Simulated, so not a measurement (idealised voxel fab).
A process module follows: voxel wiring stack.
cross-section cut | 190 nm wide | cells 5 nm
Reading order for cross-sections: top band down to bottom band. Underlying form: a grid of square cells. Band size: one or more rows of cells. The band entry comprises the height of the band's top followed by the height of its bottom, expressed in nm, and subsequently the band's materials from left to right, each stated together with its width in nm. Where a single material is marked with the word "edge to edge", that material fills the band from edge to edge. The word "air" represents empty space. All heights in this document are referenced to 0, defined as the level beneath which the wafer, as received, consists entirely of one material. The lowest band is not bounded below; it extends indefinitely downward and is written in the form "0 nm and below". Width: "30 to 40" (first number = top row, second number = bottom row, same change from row to row of cells). For the purposes of this document, the phrase "no alteration" attached to a step denotes that no cell within the cross-section was modified by that step. If an empty space has no open way to the top and is at least 8 cells in size, "Enclosed internal cavities" lists it, written width x height at distance, where distance is measured from the left edge and every value is in nm. On each step's line, the part that comes after the settings is the simulator's own comment on the step. Each step line may optionally specify "overlay nm", which for a step with a mask gives the rightward distance between the mask's planned place and where it lay, a negative value indicating the leftward direction.

**Intended process steps**
1) RECEIVE, material Si
2) CONFORMAL_DEP, material SiO2, thk nm 15
3) CONFORMAL_DEP, material SiN, thk nm 5
4) DIRECTIONAL_DEP, material lowk, thk nm 25
5) PATTERN, tone open, mask id METAL_1, material resist, width nm 20, pitch nm 40, thk nm 15, overlay nm 0
6) DIRECTIONAL_ETCH, etch materials lowk, depth nm 25
7) DIRECTIONAL_ETCH, etch materials SiN, depth nm 5
8) STRIP, etch materials resist
9) CONFORMAL_DEP, material TiN, thk nm 5
10) FILL_DEP, material W, thk nm 10
11) CMP, height nm 45
12) EPI, material Ru, thk nm 5
13) FILL_DEP, material SiCN, thk nm 5
14) DIRECTIONAL_DEP, material lowk, thk nm 30
15) DIRECTIONAL_DEP, material aC, thk nm 10
16) PATTERN, tone open, mask id METAL_2, material resist, width nm 15, pitch nm 40, thk nm 25, overlay nm 0
17) DIRECTIONAL_ETCH, etch materials aC, depth nm 10
18) STRIP, etch materials resist
19) DIRECTIONAL_ETCH, etch materials lowk, depth nm 20
20) STRIP, etch materials aC
21) PATTERN, tone open, mask id METAL_2_HOLES, material resist, width nm 15, pitch nm 40, thk nm 20, overlay nm 0
22) DIRECTIONAL_ETCH, etch materials lowk, depth nm 10
23) DIRECTIONAL_ETCH, etch materials SiCN, depth nm 5
24) STRIP, etch materials resist
25) CONFORMAL_DEP, material TiN, thk nm 5
26) FILL_DEP, material Ru, thk nm 5
27) CMP, height nm 85
28) CONFORMAL_DEP, material SiCN, thk nm 5
29) DIRECTIONAL_DEP, material lowk, thk nm 15
30) DIRECTIONAL_DEP, material aC, thk nm 15
31) PATTERN, tone open, mask id PLUG_2, material resist, width nm 15, thk nm 30, overlay nm 0
32) DIRECTIONAL_ETCH, etch materials aC, depth nm 15
33) STRIP, etch materials resist
34) DIRECTIONAL_ETCH, etch materials lowk, depth nm 15
35) DIRECTIONAL_ETCH, etch materials SiCN, depth nm 5
36) STRIP, etch materials aC
37) CONFORMAL_DEP, material TiN, thk nm 5
38) FILL_DEP, material Cu, thk nm 5
39) CMP, height nm 105
40) CONFORMAL_DEP, material SiCN, thk nm 5
41) DIRECTIONAL_DEP, material SiO2, thk nm 15
42) PATTERN, tone open, mask id METAL_3, material resist, width nm 20, pitch nm 40, thk nm 20, overlay nm 0
43) DIRECTIONAL_ETCH, etch materials SiO2, depth nm 15
44) DIRECTIONAL_ETCH, etch materials SiCN, depth nm 5
45) STRIP, etch materials resist
46) CONFORMAL_DEP, material TiN, thk nm 5
47) FILL_DEP, material Cu, thk nm 10
48) CMP, height nm 125
49) CONFORMAL_DEP, material SiN, thk nm 5
Across this set of wafers, the varied parameter is the width nm of step 16. Starting conditions are identical for every wafer, and the plan reports the value assigned to the first wafer.

**Sectional view: first of several wafers, as received, after step 1**
> 0 nm and below | Si edge to edge
> Enclosed internal cavities: none

**Basically each wafer gets a line in the table, showing it at the end of the module: material by material, the cells it gained (+) or lost (-) since we got it, then its closed voids**
width nm 15 | +15 Cu | +20 Ru | +125 SiCN | +68 SiN | +204 SiO2 | +89 TiN | +20 W | +447 lowk | Enclosed internal cavities: none
width nm 20 | +15 Cu | +30 Ru | +123 SiCN | +68 SiN | +204 SiO2 | +89 TiN | +20 W | +439 lowk | Enclosed internal cavities: none
width nm 25 | +15 Cu | +36 Ru | +123 SiCN | +68 SiN | +204 SiO2 | +91 TiN | +20 W | +431 lowk | Enclosed internal cavities: none
